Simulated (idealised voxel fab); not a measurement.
process module | voxel capacitor over wiring
cross-section cut | 210 nm wide | cells 5 nm
A cross-section is a grid of square cells, given in bands from the top down. A band is one or more rows of cells.
Each band's line starts with the height of the band's top and of its bottom, in nm. Then come its materials from left to right, each with its width in nm. One material with "throughout" fills the band from edge to edge. "air" is empty space.
Height 0 is the level under which the wafer as received is all one material. The lowest band goes on downwards, as in "0 down".
A width such as "30 to 40" changes by the same amount from each row of cells to the next, from the band's top row to its bottom row.
"no change" after a step means that no cell of the cross-section changed.
closed voids: empty space of 8 cells or more with no open way to the top, each as width x height at its distance from the left edge, in nm
after a step's settings: what the simulator itself notes on the step
overlay nm, on a step with a mask: how far to the right of its planned place the mask lay; to the left if negative
plan
1 op RECEIVE | material Si
2 op CONFORMAL_DEP | material SiO2 | thk nm 10
3 op CONFORMAL_DEP | material SiCN | thk nm 5
4 op DIRECTIONAL_DEP | material SiO2 | thk nm 25
5 op PATTERN | tone open | mask id METAL_1 | material resist | width nm 25 | pitch nm 80 | thk nm 20 | overlay nm 0
6 op DIRECTIONAL_ETCH | etch materials SiO2 | depth nm 25
7 op DIRECTIONAL_ETCH | etch materials SiCN | depth nm 5
8 op STRIP | etch materials resist
9 op CONFORMAL_DEP | material TiN | thk nm 5
10 op FILL_DEP | material Ru | thk nm 10
11 op CMP | height nm 40
12 op CONFORMAL_DEP | material SiCN | thk nm 5
13 op DIRECTIONAL_DEP | material lowk | thk nm 15
14 op PATTERN | tone open | mask id PLUG_1 | material resist | width nm 15 | thk nm 15 | overlay nm 0
15 op DIRECTIONAL_ETCH | etch materials lowk | depth nm 15
16 op DIRECTIONAL_ETCH | etch materials SiCN | depth nm 5
17 op STRIP | etch materials resist
18 op EPI | material Ru | thk nm 10
19 op EPI | material Ru | thk nm 10
20 op DIRECTIONAL_DEP | material TiN | thk nm 10
21 op DIRECTIONAL_DEP | material Al2O3 | thk nm 5
22 op DIRECTIONAL_DEP | material TiN | thk nm 10
23 op DIRECTIONAL_DEP | material aC | thk nm 10
24 op PATTERN | tone cover | mask id UPPER_PLATE | material resist | width nm 60 | thk nm 25 | overlay nm 0
25 op DIRECTIONAL_ETCH | etch materials aC | depth nm 10
26 op STRIP | etch materials resist
27 op DIRECTIONAL_ETCH | etch materials TiN | depth nm 10
28 op DIRECTIONAL_ETCH | etch materials Al2O3 | depth nm 5
29 op STRIP | etch materials aC
30 op DIRECTIONAL_DEP | material aC | thk nm 15
31 op PATTERN | tone cover | mask id LOWER_PLATE | material resist | width nm 70 | thk nm 30 | overlay nm 0
32 op DIRECTIONAL_ETCH | etch materials aC | depth nm 15
33 op STRIP | etch materials resist
34 op DIRECTIONAL_ETCH | etch materials TiN | depth nm 10
35 op STRIP | etch materials aC
36 op FILL_DEP | material SiO2 | thk nm 15
37 op CMP | height nm 95
38 op DIRECTIONAL_DEP | material aC | thk nm 10
39 op PATTERN | tone open | mask id PLUG_2 | material resist | width nm 15 | thk nm 25 | overlay nm 0
40 op DIRECTIONAL_ETCH | etch materials aC | depth nm 10
41 op STRIP | etch materials resist
42 op DIRECTIONAL_ETCH | etch materials SiO2 | depth nm 10
43 op STRIP | etch materials aC
44 op CONFORMAL_DEP | material TiN | thk nm 5
45 op FILL_DEP | material Cu | thk nm 5
46 op CMP | height nm 95
47 op CONFORMAL_DEP | material SiN | thk nm 5
as received, after step 1
  0 down: Si throughout
  closed voids: none
first wafer at the end, as planned
  100 to 95: SiN throughout
  95 to 90: SiO2 70 | TiN 5 | Cu 5 | TiN 5 | SiO2 125
  90 to 85: SiO2 70 | TiN 15 | SiO2 125
  85 to 75: SiO2 60 | TiN 60 | SiO2 90
  75 to 70: SiO2 60 | Al2O3 60 | SiO2 90
  70 to 60: SiO2 55 | TiN 70 | SiO2 85
  60 to 45: lowk 60 | Ru 15 | lowk 135
  45 to 40: SiCN 60 | Ru 15 | SiCN 135
  40 to 15: SiO2 50 | TiN 5 | Ru 15 | TiN 5 | SiO2 55 | TiN 5 | Ru 15 | TiN 5 | SiO2 55
  15 to 10: SiCN 50 | TiN 25 | SiCN 55 | TiN 25 | SiCN 55
  10 to 0: SiO2 throughout
  0 down: Si throughout
  closed voids: none
second wafer at the end: like start, like plan, one mistake
  100 to 95: SiN throughout
  95 to 90: SiO2 60 | TiN 5 | Cu 5 | TiN 5 | SiO2 135
  90 to 85: SiO2 60 | TiN 15 | SiO2 135
  85 to 75: SiO2 60 | TiN 60 | SiO2 90
  75 to 70: SiO2 60 | Al2O3 60 | SiO2 90
  70 to 60: SiO2 55 | TiN 70 | SiO2 85
  60 to 45: lowk 60 | Ru 15 | lowk 135
  45 to 40: SiCN 60 | Ru 15 | SiCN 135
  40 to 15: SiO2 50 | TiN 5 | Ru 15 | TiN 5 | SiO2 55 | TiN 5 | Ru 15 | TiN 5 | SiO2 55
  15 to 10: SiCN 50 | TiN 25 | SiCN 55 | TiN 25 | SiCN 55
  10 to 0: SiO2 throughout
  0 down: Si throughout
  closed voids: none
what went wrong: step 39 ran as: op PATTERN | tone open | mask id PLUG_2 | material resist | width nm 15 | thk nm 25 | overlay nm -10
at the end the second wafer has, in cells: as many of each material as the first, in other places
